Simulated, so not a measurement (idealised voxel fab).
Process module under the name voxel transistor to metal
Square cell edge 5 nm, section width 300 nm, ID cut.
Notation: cross-section as square-cell grid; stated in bands, top first, going down; one or more cell rows per band.
Heights first: top, then bottom, in nm. Then materials, left to right, each with a width in nm. "everywhere" on a single material: fills the band edge to edge. "blank": empty space.
Heights are reckoned from 0. Under this level, the received wafer is all of one material. The bottommost band is open-ended downward, for example "0..down".
The two numbers in a width such as "30..40" mark its ends across the band: the first belongs to the top row of cells, the second to the bottom row, and from each row to the next the width moves by the same amount.
Any step labelled "all unchanged" changed none of the cells in the cross-section.
For the entry "Sealed void listing", the listed items are empty spaces with no open way to the top whose size is 8 cells or more; each item follows the pattern width x height at distance, where distance is from the left edge and all three are in nm.
What comes after the settings on a step's line is commentary from the simulator itself on that step.
The "overlay nm" setting may appear on a step's line; for a step that uses a mask, it gives how far to the right of its planned position the mask lay, and a negative value indicates the left.
## The following list gives the planned process steps
1: RECEIVE | material Si
2: CONFORMAL_DEP | material SiO2 | thk nm 5
3: CONFORMAL_DEP | material SiN | thk nm 15
4: MASKED_ETCH | tone cover | mask id ACTIVE | width nm 115 | pitch nm 140 | etch materials SiN | depth nm 15 | overlay nm 0
5: MASKED_ETCH | tone cover | mask id ACTIVE | width nm 115 | pitch nm 140 | etch materials SiO2 | depth nm 5 | overlay nm 0
6: MASKED_ETCH | tone cover | mask id ACTIVE | width nm 115 | pitch nm 140 | etch materials Si | depth nm 25 | overlay nm 0
7: FILL_DEP | material SiO2 | thk nm 5
8: CMP | height nm 20
9: SELECTIVE_ETCH | etch materials SiO2 | depth nm 15
10: STRIP | etch materials SiN
11: SELECTIVE_ETCH | etch materials SiO2 | depth nm 5
12: OXIDIZE | depth nm 5
13: DIRECTIONAL_DEP | material polySi | thk nm 25
14: DIRECTIONAL_DEP | material SiCN | thk nm 15
15: DIRECTIONAL_DEP | material aC | thk nm 15
16: PATTERN | tone cover | mask id GATE | material resist | width nm 35 | pitch nm 140 | thk nm 30 | overlay nm 0
17: DIRECTIONAL_ETCH | etch materials aC | depth nm 15
18: STRIP | etch materials resist
19: DIRECTIONAL_ETCH | etch materials SiCN | depth nm 25
20: DIRECTIONAL_ETCH | etch materials polySi | depth nm 35
21: STRIP | etch materials aC
22: CONFORMAL_DEP | material SiO2 | thk nm 5
23: DIRECTIONAL_ETCH | etch materials SiO2 | depth nm 5
24: CONFORMAL_DEP | material SiN | thk nm 10
25: DIRECTIONAL_ETCH | etch materials SiN | depth nm 10
26: DIRECTIONAL_ETCH | etch materials SiO2 | depth nm 5
27: EPI | material nSi | thk nm 5
28: FILL_DEP | material SiO2 | thk nm 10
29: CMP | height nm 25
30: STRIP | etch materials polySi
31: SELECTIVE_ETCH | etch materials SiO2 | depth nm 5
32: CONFORMAL_DEP | material HfO2 | thk nm 5
33: CONFORMAL_DEP | material TiN | thk nm 5
34: FILL_DEP | material W | thk nm 5
35: CMP | height nm 20
36: DIRECTIONAL_DEP | material SiO2 | thk nm 15
37: DIRECTIONAL_DEP | material aC | thk nm 10
38: PATTERN | tone open | mask id CONTACT | material resist | width nm 15 | thk nm 25 | overlay nm 0
39: DIRECTIONAL_ETCH | etch materials aC | depth nm 10
40: STRIP | etch materials resist
41: DIRECTIONAL_ETCH | etch materials SiO2 | depth nm 35
42: STRIP | etch materials aC
43: CONFORMAL_DEP | material TiN | thk nm 5
44: FILL_DEP | material W | thk nm 5
45: CMP | height nm 35
46: DIRECTIONAL_DEP | material TiN | thk nm 5
47: DIRECTIONAL_DEP | material W | thk nm 25
48: DIRECTIONAL_DEP | material aC | thk nm 15
49: PATTERN | tone cover | mask id METAL_1 | material resist | width nm 15 | thk nm 35 | overlay nm 0
50: DIRECTIONAL_ETCH | etch materials aC | depth nm 15
51: STRIP | etch materials resist
52: DIRECTIONAL_ETCH | etch materials W | depth nm 25
53: DIRECTIONAL_ETCH | etch materials TiN | depth nm 5
54: STRIP | etch materials aC
55: FILL_DEP | material SiO2 | thk nm 10
56: CMP | height nm 65
57: CONFORMAL_DEP | material SiN | thk nm 5
## First wafer, two in total, run as planned
## Wafer at receipt (post step 1), cross-section
  0..down | Si everywhere
  Sealed void listing: none
## The following cross-section depicts the wafer upon completion of step 2
  5..0 | SiO2 everywhere
  Under 0: no change, same as before.
## The following cross-section depicts the wafer upon completion of step 3
  20..5 | SiN everywhere
  Under 5: no change, same as before.
## The following cross-section depicts the wafer upon completion of step 4
  20..5 | blank 20 nm  SiN 115 nm  blank 25 nm  SiN 115 nm  blank 25 nm
  Under 5: no change, same as before.
## The following cross-section depicts the wafer upon completion of step 5
  20..5 | blank 20 nm  SiN 115 nm  blank 25 nm  SiN 115 nm  blank 25 nm
  5..0 | blank 20 nm  SiO2 115 nm  blank 25 nm  SiO2 115 nm  blank 25 nm
  Under 0: no change, same as before.
## The following cross-section depicts the wafer upon completion of step 6
  20..5 | blank 20 nm  SiN 115 nm  blank 25 nm  SiN 115 nm  blank 25 nm
  5..0 | blank 20 nm  SiO2 115 nm  blank 25 nm  SiO2 115 nm  blank 25 nm
  0..-25 | blank 20 nm  Si 115 nm  blank 25 nm  Si 115 nm  blank 25 nm
  Under -25: no change, same as before.
## The following cross-section depicts the wafer upon completion of step 7
  25..20 | SiO2 everywhere
  20..5 | SiO2 20 nm  SiN 115 nm  SiO2 25 nm  SiN 115 nm  SiO2 25 nm
  5..0 | SiO2 everywhere
  0..-25 | SiO2 20 nm  Si 115 nm  SiO2 25 nm  Si 115 nm  SiO2 25 nm
  Under -25: no change, same as before.
## The following cross-section depicts the wafer upon completion of step 8
  20..5 | SiO2 20 nm  SiN 115 nm  SiO2 25 nm  SiN 115 nm  SiO2 25 nm
  Under 5: no change, same as before.
## The following cross-section depicts the wafer upon completion of step 9
  20..5 | blank 20 nm  SiN 115 nm  blank 25 nm  SiN 115 nm  blank 25 nm
  Under 5: no change, same as before.
## The following cross-section depicts the wafer upon completion of step 10
  5..0 | SiO2 everywhere
  Under 0: no change, same as before.
## The following cross-section depicts the wafer upon completion of step 11
  0..-25 | SiO2 20 nm  Si 115 nm  SiO2 25 nm  Si 115 nm  SiO2 25 nm
  Under -25: no change, same as before.
## The following cross-section depicts the wafer upon completion of step 12
  0..-5 | SiO2 everywhere
  Under -5: no change, same as before.
## The following cross-section depicts the wafer upon completion of step 13
  25..0 | polySi everywhere
  Under 0: no change, same as before.
## The following cross-section depicts the wafer upon completion of step 14
  40..25 | SiCN everywhere
  Under 25: no change, same as before.
## The following cross-section depicts the wafer upon completion of step 15
  55..40 | aC everywhere
  Under 40: no change, same as before.
## The following cross-section depicts the wafer upon completion of step 16
  85..55 | blank 60 nm  resist 35 nm  blank 105 nm  resist 35 nm  blank 65 nm
  Under 55: no change, same as before.
## The following cross-section depicts the wafer upon completion of step 17
  70..55 | blank 60 nm  resist 35 nm  blank 105 nm  resist 35 nm  blank 65 nm
  55..40 | blank 60 nm  aC 35 nm  blank 105 nm  aC 35 nm  blank 65 nm
  Under 40: no change, same as before.
## The following cross-section depicts the wafer upon completion of step 18
  55..40 | blank 60 nm  aC 35 nm  blank 105 nm  aC 35 nm  blank 65 nm
  Under 40: no change, same as before.
## The following cross-section depicts the wafer upon completion of step 19
  55..40 | blank 60 nm  aC 35 nm  blank 105 nm  aC 35 nm  blank 65 nm
  40..25 | blank 60 nm  SiCN 35 nm  blank 105 nm  SiCN 35 nm  blank 65 nm
  Under 25: no change, same as before.
## The following cross-section depicts the wafer upon completion of step 20
  55..40 | blank 60 nm  aC 35 nm  blank 105 nm  aC 35 nm  blank 65 nm
  40..25 | blank 60 nm  SiCN 35 nm  blank 105 nm  SiCN 35 nm  blank 65 nm
  25..0 | blank 60 nm  polySi 35 nm  blank 105 nm  polySi 35 nm  blank 65 nm
  Under 0: no change, same as before.
## The following cross-section depicts the wafer upon completion of step 21
  40..25 | blank 60 nm  SiCN 35 nm  blank 105 nm  SiCN 35 nm  blank 65 nm
  Under 25: no change, same as before.
## The following cross-section depicts the wafer upon completion of step 22
  45..40 | blank 55 nm  SiO2 45 nm  blank 95 nm  SiO2 45 nm  blank 60 nm
  40..25 | blank 55 nm  SiO2 5 nm  SiCN 35 nm  SiO2 5 nm  blank 95 nm  SiO2 5 nm  SiCN 35 nm  SiO2 5 nm  blank 60 nm
  25..5 | blank 55 nm  SiO2 5 nm  polySi 35 nm  SiO2 5 nm  blank 95 nm  SiO2 5 nm  polySi 35 nm  SiO2 5 nm  blank 60 nm
  5..0 | SiO2 60 nm  polySi 35 nm  SiO2 105 nm  polySi 35 nm  SiO2 65 nm
  Under 0: no change, same as before.
## The following cross-section depicts the wafer upon completion of step 23
  40..25 | blank 55 nm  SiO2 5 nm  SiCN 35 nm  SiO2 5 nm  blank 95 nm  SiO2 5 nm  SiCN 35 nm  SiO2 5 nm  blank 60 nm
  25..0 | blank 55 nm  SiO2 5 nm  polySi 35 nm  SiO2 5 nm  blank 95 nm  SiO2 5 nm  polySi 35 nm  SiO2 5 nm  blank 60 nm
  Under 0: no change, same as before.
## The following cross-section depicts the wafer upon completion of step 24
  50..40 | blank 45 nm  SiN 65 nm  blank 75 nm  SiN 65 nm  blank 50 nm
  40..25 | blank 45 nm  SiN 10 nm  SiO2 5 nm  SiCN 35 nm  SiO2 5 nm  SiN 10 nm  blank 75 nm  SiN 10 nm  SiO2 5 nm  SiCN 35 nm  SiO2 5 nm  SiN 10 nm  blank 50 nm
  25..10 | blank 45 nm  SiN 10 nm  SiO2 5 nm  polySi 35 nm  SiO2 5 nm  SiN 10 nm  blank 75 nm  SiN 10 nm  SiO2 5 nm  polySi 35 nm  SiO2 5 nm  SiN 10 nm  blank 50 nm
  10..0 | SiN 55 nm  SiO2 5 nm  polySi 35 nm  SiO2 5 nm  SiN 95 nm  SiO2 5 nm  polySi 35 nm  SiO2 5 nm  SiN 60 nm
  Under 0: no change, same as before.
## The following cross-section depicts the wafer upon completion of step 25
  40..25 | blank 45 nm  SiN 10 nm  SiO2 5 nm  SiCN 35 nm  SiO2 5 nm  SiN 10 nm  blank 75 nm  SiN 10 nm  SiO2 5 nm  SiCN 35 nm  SiO2 5 nm  SiN 10 nm  blank 50 nm
  25..0 | blank 45 nm  SiN 10 nm  SiO2 5 nm  polySi 35 nm  SiO2 5 nm  SiN 10 nm  blank 75 nm  SiN 10 nm  SiO2 5 nm  polySi 35 nm  SiO2 5 nm  SiN 10 nm  blank 50 nm
  Under 0: no change, same as before.
## The following cross-section depicts the wafer upon completion of step 26
  40..35 | blank 45 nm  SiN 10 nm  blank 5 nm  SiCN 35 nm  blank 5 nm  SiN 10 nm  blank 75 nm  SiN 10 nm  blank 5 nm  SiCN 35 nm  blank 5 nm  SiN 10 nm  blank 50 nm
  35..25 | blank 45 nm  SiN 10 nm  SiO2 5 nm  SiCN 35 nm  SiO2 5 nm  SiN 10 nm  blank 75 nm  SiN 10 nm  SiO2 5 nm  SiCN 35 nm  SiO2 5 nm  SiN 10 nm  blank 50 nm
  25..0 | blank 45 nm  SiN 10 nm  SiO2 5 nm  polySi 35 nm  SiO2 5 nm  SiN 10 nm  blank 75 nm  SiN 10 nm  SiO2 5 nm  polySi 35 nm  SiO2 5 nm  SiN 10 nm  blank 50 nm
  0..-5 | blank 45 nm  SiO2 65 nm  blank 75 nm  SiO2 65 nm  blank 50 nm
  Under -5: no change, same as before.
## The following cross-section depicts the wafer upon completion of step 27
  40..35 | blank 45 nm  SiN 10 nm  blank 5 nm  SiCN 35 nm  blank 5 nm  SiN 10 nm  blank 75 nm  SiN 10 nm  blank 5 nm  SiCN 35 nm  blank 5 nm  SiN 10 nm  blank 50 nm
  35..25 | blank 45 nm  SiN 10 nm  SiO2 5 nm  SiCN 35 nm  SiO2 5 nm  SiN 10 nm  blank 75 nm  SiN 10 nm  SiO2 5 nm  SiCN 35 nm  SiO2 5 nm  SiN 10 nm  blank 50 nm
  25..0 | blank 45 nm  SiN 10 nm  SiO2 5 nm  polySi 35 nm  SiO2 5 nm  SiN 10 nm  blank 75 nm  SiN 10 nm  SiO2 5 nm  polySi 35 nm  SiO2 5 nm  SiN 10 nm  blank 50 nm
  0..-5 | blank 15 nm  nSi 30 nm  SiO2 65 nm  nSi 30 nm  blank 15 nm  nSi 30 nm  SiO2 65 nm  nSi 30 nm  blank 20 nm
  Under -5: no change, same as before.
## The following cross-section depicts the wafer upon completion of step 28
  50..40 | SiO2 everywhere
  40..25 | SiO2 45 nm  SiN 10 nm  SiO2 5 nm  SiCN 35 nm  SiO2 5 nm  SiN 10 nm  SiO2 75 nm  SiN 10 nm  SiO2 5 nm  SiCN 35 nm  SiO2 5 nm  SiN 10 nm  SiO2 50 nm
  25..0 | SiO2 45 nm  SiN 10 nm  SiO2 5 nm  polySi 35 nm  SiO2 5 nm  SiN 10 nm  SiO2 75 nm  SiN 10 nm  SiO2 5 nm  polySi 35 nm  SiO2 5 nm  SiN 10 nm  SiO2 50 nm
  0..-5 | SiO2 15 nm  nSi 30 nm  SiO2 65 nm  nSi 30 nm  SiO2 15 nm  nSi 30 nm  SiO2 65 nm  nSi 30 nm  SiO2 20 nm
  Under -5: no change, same as before.
## The following cross-section depicts the wafer upon completion of step 29
  25..0 | SiO2 45 nm  SiN 10 nm  SiO2 5 nm  polySi 35 nm  SiO2 5 nm  SiN 10 nm  SiO2 75 nm  SiN 10 nm  SiO2 5 nm  polySi 35 nm  SiO2 5 nm  SiN 10 nm  SiO2 50 nm
  Under 0: no change, same as before.
## The following cross-section depicts the wafer upon completion of step 30
  25..0 | SiO2 45 nm  SiN 10 nm  SiO2 5 nm  blank 35 nm  SiO2 5 nm  SiN 10 nm  SiO2 75 nm  SiN 10 nm  SiO2 5 nm  blank 35 nm  SiO2 5 nm  SiN 10 nm  SiO2 50 nm
  Under 0: no change, same as before.
## The following cross-section depicts the wafer upon completion of step 31
  25..20 | blank 45 nm  SiN 10 nm  blank 45 nm  SiN 10 nm  blank 75 nm  SiN 10 nm  blank 45 nm  SiN 10 nm  blank 50 nm
  20..0 | SiO2 45 nm  SiN 10 nm  blank 45 nm  SiN 10 nm  SiO2 75 nm  SiN 10 nm  blank 45 nm  SiN 10 nm  SiO2 50 nm
  0..-5 | SiO2 15 nm  nSi 30 nm  SiO2 10 nm  blank 45 nm  SiO2 10 nm  nSi 30 nm  SiO2 15 nm  nSi 30 nm  SiO2 10 nm  blank 45 nm  SiO2 10 nm  nSi 30 nm  SiO2 20 nm
  Under -5: no change, same as before.
## The following cross-section depicts the wafer upon completion of step 32
  30..25 | blank 40 nm  HfO2 20 nm  blank 35 nm  HfO2 20 nm  blank 65 nm  HfO2 20 nm  blank 35 nm  HfO2 20 nm  blank 45 nm
  25..20 | HfO2 45 nm  SiN 10 nm  HfO2 5 nm  blank 35 nm  HfO2 5 nm  SiN 10 nm  HfO2 75 nm  SiN 10 nm  HfO2 5 nm  blank 35 nm  HfO2 5 nm  SiN 10 nm  HfO2 50 nm
  20..0 | SiO2 45 nm  SiN 10 nm  HfO2 5 nm  blank 35 nm  HfO2 5 nm  SiN 10 nm  SiO2 75 nm  SiN 10 nm  HfO2 5 nm  blank 35 nm  HfO2 5 nm  SiN 10 nm  SiO2 50 nm
  0..-5 | SiO2 15 nm  nSi 30 nm  SiO2 10 nm  HfO2 45 nm  SiO2 10 nm  nSi 30 nm  SiO2 15 nm  nSi 30 nm  SiO2 10 nm  HfO2 45 nm  SiO2 10 nm  nSi 30 nm  SiO2 20 nm
  Under -5: no change, same as before.
## The following cross-section depicts the wafer upon completion of step 33
  35..30 | blank 35 nm  TiN 30 nm  blank 25 nm  TiN 30 nm  blank 55 nm  TiN 30 nm  blank 25 nm  TiN 30 nm  blank 40 nm
  30..25 | TiN 40 nm  HfO2 20 nm  TiN 5 nm  blank 25 nm  TiN 5 nm  HfO2 20 nm  TiN 65 nm  HfO2 20 nm  TiN 5 nm  blank 25 nm  TiN 5 nm  HfO2 20 nm  TiN 45 nm
  25..20 | HfO2 45 nm  SiN 10 nm  HfO2 5 nm  TiN 5 nm  blank 25 nm  TiN 5 nm  HfO2 5 nm  SiN 10 nm  HfO2 75 nm  SiN 10 nm  HfO2 5 nm  TiN 5 nm  blank 25 nm  TiN 5 nm  HfO2 5 nm  SiN 10 nm  HfO2 50 nm
  20..5 | SiO2 45 nm  SiN 10 nm  HfO2 5 nm  TiN 5 nm  blank 25 nm  TiN 5 nm  HfO2 5 nm  SiN 10 nm  SiO2 75 nm  SiN 10 nm  HfO2 5 nm  TiN 5 nm  blank 25 nm  TiN 5 nm  HfO2 5 nm  SiN 10 nm  SiO2 50 nm
  5..0 | SiO2 45 nm  SiN 10 nm  HfO2 5 nm  TiN 35 nm  HfO2 5 nm  SiN 10 nm  SiO2 75 nm  SiN 10 nm  HfO2 5 nm  TiN 35 nm  HfO2 5 nm  SiN 10 nm  SiO2 50 nm
  Under 0: no change, same as before.
## The following cross-section depicts the wafer upon completion of step 34
  40..35 | W everywhere
  35..30 | W 35 nm  TiN 30 nm  W 25 nm  TiN 30 nm  W 55 nm  TiN 30 nm  W 25 nm  TiN 30 nm  W 40 nm
  30..25 | TiN 40 nm  HfO2 20 nm  TiN 5 nm  W 25 nm  TiN 5 nm  HfO2 20 nm  TiN 65 nm  HfO2 20 nm  TiN 5 nm  W 25 nm  TiN 5 nm  HfO2 20 nm  TiN 45 nm
  25..20 | HfO2 45 nm  SiN 10 nm  HfO2 5 nm  TiN 5 nm  W 25 nm  TiN 5 nm  HfO2 5 nm  SiN 10 nm  HfO2 75 nm  SiN 10 nm  HfO2 5 nm  TiN 5 nm  W 25 nm  TiN 5 nm  HfO2 5 nm  SiN 10 nm  HfO2 50 nm
  20..5 | SiO2 45 nm  SiN 10 nm  HfO2 5 nm  TiN 5 nm  W 25 nm  TiN 5 nm  HfO2 5 nm  SiN 10 nm  SiO2 75 nm  SiN 10 nm  HfO2 5 nm  TiN 5 nm  W 25 nm  TiN 5 nm  HfO2 5 nm  SiN 10 nm  SiO2 50 nm
  Under 5: no change, same as before.
## The following cross-section depicts the wafer upon completion of step 35
  20..5 | SiO2 45 nm  SiN 10 nm  HfO2 5 nm  TiN 5 nm  W 25 nm  TiN 5 nm  HfO2 5 nm  SiN 10 nm  SiO2 75 nm  SiN 10 nm  HfO2 5 nm  TiN 5 nm  W 25 nm  TiN 5 nm  HfO2 5 nm  SiN 10 nm  SiO2 50 nm
  Under 5: no change, same as before.
## The following cross-section depicts the wafer upon completion of step 36
  35..20 | SiO2 everywhere
  Under 20: no change, same as before.
## The following cross-section depicts the wafer upon completion of step 37
  45..35 | aC everywhere
  Under 35: no change, same as before.
## The following cross-section depicts the wafer upon completion of step 38
  70..45 | resist 30 nm  blank 15 nm  resist 65 nm  blank 15 nm  resist 45 nm  blank 15 nm  resist 65 nm  blank 15 nm  resist 35 nm
  Under 45: no change, same as before.
## The following cross-section depicts the wafer upon completion of step 39
  60..45 | resist 30 nm  blank 15 nm  resist 65 nm  blank 15 nm  resist 45 nm  blank 15 nm  resist 65 nm  blank 15 nm  resist 35 nm
  45..35 | aC 30 nm  blank 15 nm  aC 65 nm  blank 15 nm  aC 45 nm  blank 15 nm  aC 65 nm  blank 15 nm  aC 35 nm
  Under 35: no change, same as before.
## The following cross-section depicts the wafer upon completion of step 40
  45..35 | aC 30 nm  blank 15 nm  aC 65 nm  blank 15 nm  aC 45 nm  blank 15 nm  aC 65 nm  blank 15 nm  aC 35 nm
  Under 35: no change, same as before.
## The following cross-section depicts the wafer upon completion of step 41
  45..35 | aC 30 nm  blank 15 nm  aC 65 nm  blank 15 nm  aC 45 nm  blank 15 nm  aC 65 nm  blank 15 nm  aC 35 nm
  35..20 | SiO2 30 nm  blank 15 nm  SiO2 65 nm  blank 15 nm  SiO2 45 nm  blank 15 nm  SiO2 65 nm  blank 15 nm  SiO2 35 nm
  20..5 | SiO2 30 nm  blank 15 nm  SiN 10 nm  HfO2 5 nm  TiN 5 nm  W 25 nm  TiN 5 nm  HfO2 5 nm  SiN 10 nm  blank 15 nm  SiO2 45 nm  blank 15 nm  SiN 10 nm  HfO2 5 nm  TiN 5 nm  W 25 nm  TiN 5 nm  HfO2 5 nm  SiN 10 nm  blank 15 nm  SiO2 35 nm
  5..0 | SiO2 30 nm  blank 15 nm  SiN 10 nm  HfO2 5 nm  TiN 35 nm  HfO2 5 nm  SiN 10 nm  blank 15 nm  SiO2 45 nm  blank 15 nm  SiN 10 nm  HfO2 5 nm  TiN 35 nm  HfO2 5 nm  SiN 10 nm  blank 15 nm  SiO2 35 nm
  Under 0: no change, same as before.
## The following cross-section depicts the wafer upon completion of step 42
  35..20 | SiO2 30 nm  blank 15 nm  SiO2 65 nm  blank 15 nm  SiO2 45 nm  blank 15 nm  SiO2 65 nm  blank 15 nm  SiO2 35 nm
  Under 20: no change, same as before.
## The following cross-section depicts the wafer upon completion of step 43
  40..35 | TiN 35 nm  blank 5 nm  TiN 75 nm  blank 5 nm  TiN 55 nm  blank 5 nm  TiN 75 nm  blank 5 nm  TiN 40 nm
  35..20 | SiO2 30 nm  TiN 5 nm  blank 5 nm  TiN 5 nm  SiO2 65 nm  TiN 5 nm  blank 5 nm  TiN 5 nm  SiO2 45 nm  TiN 5 nm  blank 5 nm  TiN 5 nm  SiO2 65 nm  TiN 5 nm  blank 5 nm  TiN 5 nm  SiO2 35 nm
  20..5 | SiO2 30 nm  TiN 5 nm  blank 5 nm  TiN 5 nm  SiN 10 nm  HfO2 5 nm  TiN 5 nm  W 25 nm  TiN 5 nm  HfO2 5 nm  SiN 10 nm  TiN 5 nm  blank 5 nm  TiN 5 nm  SiO2 45 nm  TiN 5 nm  blank 5 nm  TiN 5 nm  SiN 10 nm  HfO2 5 nm  TiN 5 nm  W 25 nm  TiN 5 nm  HfO2 5 nm  SiN 10 nm  TiN 5 nm  blank 5 nm  TiN 5 nm  SiO2 35 nm
  5..0 | SiO2 30 nm  TiN 15 nm  SiN 10 nm  HfO2 5 nm  TiN 35 nm  HfO2 5 nm  SiN 10 nm  TiN 15 nm  SiO2 45 nm  TiN 15 nm  SiN 10 nm  HfO2 5 nm  TiN 35 nm  HfO2 5 nm  SiN 10 nm  TiN 15 nm  SiO2 35 nm
  Under 0: no change, same as before.
## The following cross-section depicts the wafer upon completion of step 44
  45..40 | W everywhere
  40..35 | TiN 35 nm  W 5 nm  TiN 75 nm  W 5 nm  TiN 55 nm  W 5 nm  TiN 75 nm  W 5 nm  TiN 40 nm
  35..20 | SiO2 30 nm  TiN 5 nm  W 5 nm  TiN 5 nm  SiO2 65 nm  TiN 5 nm  W 5 nm  TiN 5 nm  SiO2 45 nm  TiN 5 nm  W 5 nm  TiN 5 nm  SiO2 65 nm  TiN 5 nm  W 5 nm  TiN 5 nm  SiO2 35 nm
  20..5 | SiO2 30 nm  TiN 5 nm  W 5 nm  TiN 5 nm  SiN 10 nm  HfO2 5 nm  TiN 5 nm  W 25 nm  TiN 5 nm  HfO2 5 nm  SiN 10 nm  TiN 5 nm  W 5 nm  TiN 5 nm  SiO2 45 nm  TiN 5 nm  W 5 nm  TiN 5 nm  SiN 10 nm  HfO2 5 nm  TiN 5 nm  W 25 nm  TiN 5 nm  HfO2 5 nm  SiN 10 nm  TiN 5 nm  W 5 nm  TiN 5 nm  SiO2 35 nm
  Under 5: no change, same as before.
## The following cross-section depicts the wafer upon completion of step 45
  35..20 | SiO2 30 nm  TiN 5 nm  W 5 nm  TiN 5 nm  SiO2 65 nm  TiN 5 nm  W 5 nm  TiN 5 nm  SiO2 45 nm  TiN 5 nm  W 5 nm  TiN 5 nm  SiO2 65 nm  TiN 5 nm  W 5 nm  TiN 5 nm  SiO2 35 nm
  Under 20: no change, same as before.
## The following cross-section depicts the wafer upon completion of step 46
  40..35 | TiN everywhere
  Under 35: no change, same as before.
## The following cross-section depicts the wafer upon completion of step 47
  65..40 | W everywhere
  Under 40: no change, same as before.
## The following cross-section depicts the wafer upon completion of step 48
  80..65 | aC everywhere
  Under 65: no change, same as before.
## The following cross-section depicts the wafer upon completion of step 49
  115..80 | blank 30 nm  resist 15 nm  blank 65 nm  resist 15 nm  blank 45 nm  resist 15 nm  blank 65 nm  resist 15 nm  blank 35 nm
  Under 80: no change, same as before.
## The following cross-section depicts the wafer upon completion of step 50
  100..80 | blank 30 nm  resist 15 nm  blank 65 nm  resist 15 nm  blank 45 nm  resist 15 nm  blank 65 nm  resist 15 nm  blank 35 nm
  80..65 | blank 30 nm  aC 15 nm  blank 65 nm  aC 15 nm  blank 45 nm  aC 15 nm  blank 65 nm  aC 15 nm  blank 35 nm
  Under 65: no change, same as before.
## The following cross-section depicts the wafer upon completion of step 51
  80..65 | blank 30 nm  aC 15 nm  blank 65 nm  aC 15 nm  blank 45 nm  aC 15 nm  blank 65 nm  aC 15 nm  blank 35 nm
  Under 65: no change, same as before.
## The following cross-section depicts the wafer upon completion of step 52
  80..65 | blank 30 nm  aC 15 nm  blank 65 nm  aC 15 nm  blank 45 nm  aC 15 nm  blank 65 nm  aC 15 nm  blank 35 nm
  65..40 | blank 30 nm  W 15 nm  blank 65 nm  W 15 nm  blank 45 nm  W 15 nm  blank 65 nm  W 15 nm  blank 35 nm
  Under 40: no change, same as before.
## The following cross-section depicts the wafer upon completion of step 53
  80..65 | blank 30 nm  aC 15 nm  blank 65 nm  aC 15 nm  blank 45 nm  aC 15 nm  blank 65 nm  aC 15 nm  blank 35 nm
  65..40 | blank 30 nm  W 15 nm  blank 65 nm  W 15 nm  blank 45 nm  W 15 nm  blank 65 nm  W 15 nm  blank 35 nm
  40..35 | blank 30 nm  TiN 15 nm  blank 65 nm  TiN 15 nm  blank 45 nm  TiN 15 nm  blank 65 nm  TiN 15 nm  blank 35 nm
  Under 35: no change, same as before.
## The following cross-section depicts the wafer upon completion of step 54
  65..40 | blank 30 nm  W 15 nm  blank 65 nm  W 15 nm  blank 45 nm  W 15 nm  blank 65 nm  W 15 nm  blank 35 nm
  Under 40: no change, same as before.
## The following cross-section depicts the wafer upon completion of step 55
  75..65 | SiO2 everywhere
  65..40 | SiO2 30 nm  W 15 nm  SiO2 65 nm  W 15 nm  SiO2 45 nm  W 15 nm  SiO2 65 nm  W 15 nm  SiO2 35 nm
  40..35 | SiO2 30 nm  TiN 15 nm  SiO2 65 nm  TiN 15 nm  SiO2 45 nm  TiN 15 nm  SiO2 65 nm  TiN 15 nm  SiO2 35 nm
  Under 35: no change, same as before.
## The following cross-section depicts the wafer upon completion of step 56
  65..40 | SiO2 30 nm  W 15 nm  SiO2 65 nm  W 15 nm  SiO2 45 nm  W 15 nm  SiO2 65 nm  W 15 nm  SiO2 35 nm
  Under 40: no change, same as before.
## The following cross-section depicts the wafer upon completion of step 57
  70..65 | SiN everywhere
  Under 65: no change, same as before.
## second wafer: like start, like plan, one mistake. Through step 48 it matches the first wafer
## Planned end of step 49: second wafer, cross-section
  115..80 | blank 30 nm  resist 20 nm  blank 60 nm  resist 20 nm  blank 40 nm  resist 20 nm  blank 60 nm  resist 20 nm  blank 30 nm
  Under 80: no change, same as before.
## Planned end of step 50: second wafer, cross-section
  100..80 | blank 30 nm  resist 20 nm  blank 60 nm  resist 20 nm  blank 40 nm  resist 20 nm  blank 60 nm  resist 20 nm  blank 30 nm
  80..65 | blank 30 nm  aC 20 nm  blank 60 nm  aC 20 nm  blank 40 nm  aC 20 nm  blank 60 nm  aC 20 nm  blank 30 nm
  Under 65: no change, same as before.
## Planned end of step 51: second wafer, cross-section
  80..65 | blank 30 nm  aC 20 nm  blank 60 nm  aC 20 nm  blank 40 nm  aC 20 nm  blank 60 nm  aC 20 nm  blank 30 nm
  Under 65: no change, same as before.
## Planned end of step 52: second wafer, cross-section
  80..65 | blank 30 nm  aC 20 nm  blank 60 nm  aC 20 nm  blank 40 nm  aC 20 nm  blank 60 nm  aC 20 nm  blank 30 nm
  65..40 | blank 30 nm  W 20 nm  blank 60 nm  W 20 nm  blank 40 nm  W 20 nm  blank 60 nm  W 20 nm  blank 30 nm
  Under 40: no change, same as before.
## Planned end of step 53: second wafer, cross-section
  80..65 | blank 30 nm  aC 20 nm  blank 60 nm  aC 20 nm  blank 40 nm  aC 20 nm  blank 60 nm  aC 20 nm  blank 30 nm
  65..40 | blank 30 nm  W 20 nm  blank 60 nm  W 20 nm  blank 40 nm  W 20 nm  blank 60 nm  W 20 nm  blank 30 nm
  40..35 | blank 30 nm  TiN 20 nm  blank 60 nm  TiN 20 nm  blank 40 nm  TiN 20 nm  blank 60 nm  TiN 20 nm  blank 30 nm
  Under 35: no change, same as before.
## Planned end of step 54: second wafer, cross-section
  65..40 | blank 30 nm  W 20 nm  blank 60 nm  W 20 nm  blank 40 nm  W 20 nm  blank 60 nm  W 20 nm  blank 30 nm
  Under 40: no change, same as before.
## Planned end of step 55: second wafer, cross-section
  75..65 | SiO2 everywhere
  65..40 | SiO2 30 nm  W 20 nm  SiO2 60 nm  W 20 nm  SiO2 40 nm  W 20 nm  SiO2 60 nm  W 20 nm  SiO2 30 nm
  40..35 | SiO2 30 nm  TiN 20 nm  SiO2 60 nm  TiN 20 nm  SiO2 40 nm  TiN 20 nm  SiO2 60 nm  TiN 20 nm  SiO2 30 nm
  Under 35: no change, same as before.
## Planned end of step 56: second wafer, cross-section
  65..40 | SiO2 30 nm  W 20 nm  SiO2 60 nm  W 20 nm  SiO2 40 nm  W 20 nm  SiO2 60 nm  W 20 nm  SiO2 30 nm
  Under 40: no change, same as before.
## Planned end of step 57: second wafer, cross-section
  70..65 | SiN everywhere
  Under 65: no change, same as before.
Deviation noted in wafer processing: step 49 did not use the planned setting and instead ran as PATTERN | tone cover | mask id METAL_1 | material resist | width nm 20 | thk nm 35 | overlay nm 0
At the finish, the second wafer shows more or fewer cells for some materials than the first does: SiO2 -24; TiN +4; W +20
